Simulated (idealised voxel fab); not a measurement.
Process module, titled voxel capacitor over wiring
Square cells of 5 nm make up the cross-section cut, whose width is 290 nm.
Cross-sections here: square-cell grids, written as top-down lists of bands, a band being one or more rows of cells. First you get the band's top height and its bottom height, in nm, and then the materials it's made of, left to right, with each width in nm. If you see a single material with "full width", that one covers the band edge to edge. "air" is empty space. Zero point of the height axis is 0; under it, received wafer = one material. Lowest band: continues down indefinitely, "0..down". A width such as "30 to 40" changes by the same amount from each row of cells to the next, from the band's top row to its bottom row. When a step is marked "nothing altered", none of the cells in the cross-section changed during that step. The list in "Fully sealed cavities" covers empty spaces of 8 cells or more that cannot reach the top through any open way, and it gives each as width x height at distance; the distance is from the left edge, and width, height and distance are in nm. It should be noted that, on the line of a given step, the content following the step's settings is a remark produced by the simulator itself with respect to that step. "overlay nm", when on a step's line for a step with a mask, measures how far to the right of its planned place the mask lay; a negative measure means to the left.
**Process steps foreseen in the plan**
1,op RECEIVE | material Si
2,op CONFORMAL_DEP | material SiO2 | thk nm 10
3,op CONFORMAL_DEP | material SiCN | thk nm 5
4,op DIRECTIONAL_DEP | material lowk | thk nm 15
5,op MASKED_ETCH | tone open | mask id METAL_1 | width nm 30 | pitch nm 100 | etch materials lowk | depth nm 15 | overlay nm 0
6,op MASKED_ETCH | tone open | mask id METAL_1 | width nm 30 | pitch nm 100 | etch materials SiCN | depth nm 5 | overlay nm 0
7,op CONFORMAL_DEP | material TiN | thk nm 5
8,op FILL_DEP | material Ru | thk nm 10
9,op CMP | height nm 30
10,op CONFORMAL_DEP | material SiCN | thk nm 5
11,op DIRECTIONAL_DEP | material lowk | thk nm 15
12,op DIRECTIONAL_DEP | material aC | thk nm 15
13,op PATTERN | tone open | mask id PLUG_1 | material resist | width nm 15 | thk nm 30 | overlay nm 0
14,op DIRECTIONAL_ETCH | etch materials aC | depth nm 15
15,op STRIP | etch materials resist
16,op DIRECTIONAL_ETCH | etch materials lowk | depth nm 15
17,op DIRECTIONAL_ETCH | etch materials SiCN | depth nm 5
18,op STRIP | etch materials aC
19,op EPI | material Ru | thk nm 10
20,op EPI | material Ru | thk nm 10
21,op DIRECTIONAL_DEP | material TiN | thk nm 5
22,op DIRECTIONAL_DEP | material Al2O3 | thk nm 5
23,op DIRECTIONAL_DEP | material TiN | thk nm 10
24,op MASKED_ETCH | tone cover | mask id UPPER_PLATE | width nm 75 | etch materials TiN | depth nm 10 | overlay nm 0
25,op MASKED_ETCH | tone cover | mask id UPPER_PLATE | width nm 75 | etch materials Al2O3 | depth nm 5 | overlay nm 0
26,op DIRECTIONAL_DEP | material aC | thk nm 15
27,op PATTERN | tone cover | mask id LOWER_PLATE | material resist | width nm 85 | thk nm 35 | overlay nm 0
28,op DIRECTIONAL_ETCH | etch materials aC | depth nm 15
29,op STRIP | etch materials resist
30,op DIRECTIONAL_ETCH | etch materials TiN | depth nm 5
31,op STRIP | etch materials aC
32,op FILL_DEP | material SiO2 | thk nm 15
33,op CMP | height nm 80
34,op PATTERN | tone open | mask id PLUG_2 | material resist | width nm 15 | thk nm 15 | overlay nm 0
35,op DIRECTIONAL_ETCH | etch materials SiO2 | depth nm 10
36,op STRIP | etch materials resist
37,op CONFORMAL_DEP | material TiN | thk nm 5
38,op FILL_DEP | material Cu | thk nm 10
39,op CMP | height nm 80
40,op CONFORMAL_DEP | material SiN | thk nm 5
**Delivered wafer in cross-section: state after step 1**
- 0..down  Si full width
- Fully sealed cavities: none
**Cross-sectional image of the first of two wafers at the end of the module, the run having proceeded as planned**
- 85..80  SiN full width
- 80..75  SiO2 (105); TiN (5); Cu (5); TiN (5); SiO2 (170)
- 75..70  SiO2 (105); TiN (15); SiO2 (170)
- 70..60  SiO2 (95); TiN (75); SiO2 (120)
- 60..55  SiO2 (95); Al2O3 (75); SiO2 (120)
- 55..50  SiO2 (90); TiN (85); SiO2 (115)
- 50..35  lowk (95); Ru (15); lowk (180)
- 35..30  SiCN (95); Ru (15); SiCN (180)
- 30..15  lowk (80); TiN (5); Ru (20); TiN (5); lowk (70); TiN (5); Ru (20); TiN (5); lowk (80)
- 15..10  SiCN (80); TiN (30); SiCN (70); TiN (30); SiCN (80)
- 10..0  SiO2 full width
- 0..down  Si full width
- Fully sealed cavities: none
**Wafer two cross-section, module end. Start and plan unchanged from wafer one; one mistake made during the run**
- 85..80  SiN full width
- 80..75  SiO2 (105); TiN (5); Cu (5); TiN (5); SiO2 (170)
- 75..70  SiO2 (105); TiN (15); SiO2 (170)
- 70..60  SiO2 (95); TiN (75); SiO2 (120)
- 60..55  SiO2 (95); Al2O3 (75); SiO2 (120)
- 55..50  SiO2 (90); TiN (85); SiO2 (115)
- 50..35  lowk (95); Ru (15); lowk (180)
- 35..30  SiCN (95); Ru (15); SiCN (180)
- 30..15  lowk (80); Cu (5); Ru (20); Cu (5); lowk (70); Cu (5); Ru (20); Cu (5); lowk (80)
- 15..10  SiCN (80); Cu (30); SiCN (70); Cu (30); SiCN (80)
- 10..0  SiO2 full width
- 0..down  Si full width
- Fully sealed cavities: none
Finding, execution versus plan: step 7 was processed under conditions differing from the plan, specifically as op CONFORMAL_DEP | material Cu | thk nm 5
It is noted that, at the conclusion of processing, the second wafer exhibits a higher or lower cell count for certain materials relative to the first: 24 more of Cu, 24 fewer of TiN
